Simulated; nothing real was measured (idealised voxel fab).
Process module heading - voxel released beams
Cross-section cut: width 185 nm, square cells of 5 nm.
Each cross-section below is a grid of square cells, stated as bands in top-down order, with one or more rows of cells making up each band.
The entry gives the band's vertical extent as a top height and a bottom height in nm, then its horizontal make-up as materials from left to right, each with a width in nm. "empty" stands for empty space; a single material marked "throughout" fills the band edge to edge.
The level at which height equals 0 is the one under which the wafer, as it arrives, is entirely one material. No lower edge exists for the bottom band, which continues downward and is notated as in "0 -> down".
Think of "30->40" as a width that walks from the first number to the second as you go down the band, top row to bottom row, taking equal-sized steps from row to row.
The designation "nothing got changed", where it is given for a processing step, indicates that no cell of the cross-section was altered in the course of that step.
The entry titled "Closed void entries" provides the empty spaces that have no open way to the top, restricted to those of 8 cells or more. Each is presented as width x height at distance, the distance being measured from the left edge, with all three in nm.
What comes after the settings on a step's line is commentary from the simulator itself on that step.
overlay nm: right-of-plan distance of the mask on a masked step; negative values mean left-of-plan.

PLANNED PROCESS STEPS
| 1 | RECEIVE,material Si |
| 2 | CONFORMAL_DEP,material Al2O3,thk nm 10 |
| 3 | DIRECTIONAL_DEP,material SiO2,thk nm 15 |
| 4 | DIRECTIONAL_DEP,material aC,thk nm 15 |
| 5 | PATTERN,tone open,mask id ANCHOR,material resist,width nm 40,thk nm 35,overlay nm 0 |
| 6 | DIRECTIONAL_ETCH,etch materials aC,depth nm 15 |
| 7 | STRIP,etch materials resist |
| 8 | DIRECTIONAL_ETCH,etch materials SiO2,depth nm 15 |
| 9 | STRIP,etch materials aC |
| 10 | CONFORMAL_DEP,material W,thk nm 15 |
| 11 | MASKED_ETCH,tone cover,mask id BEAM,width nm 95,etch materials W,depth nm 15,overlay nm 0 |
| 12 | STRIP,etch materials SiO2 |
varied across the wafers: width nm of step 11. The plan shows the first wafer's value. All wafers start alike

THE FIRST OF SEVERAL WAFERS, AS RECEIVED AFTER STEP 1, SEEN IN SECTION
> 0 -> down = Si throughout
> Closed void entries: none

THE FOLLOWING TABLE CONTAINS A ROW PER WAFER, IN WHICH ARE REPORTED, AT THE CONCLUSION OF THE MODULE, THE CELLS OF EACH MATERIAL GAINED (+) OR LOST (-) SINCE THE WAFER'S RECEIPT, WITH ITS CLOSED VOIDS GIVEN THEREAFTER
width nm 95, +74 Al2O3, +75 W, Closed void entries: none
width nm 100, +74 Al2O3, +78 W, Closed void entries: none
width nm 105, +74 Al2O3, +81 W, Closed void entries: none
width nm 110, +74 Al2O3, +84 W, Closed void entries: none
width nm 115, +74 Al2O3, +87 W, Closed void entries: none
width nm 120, +74 Al2O3, +90 W, Closed void entries: none
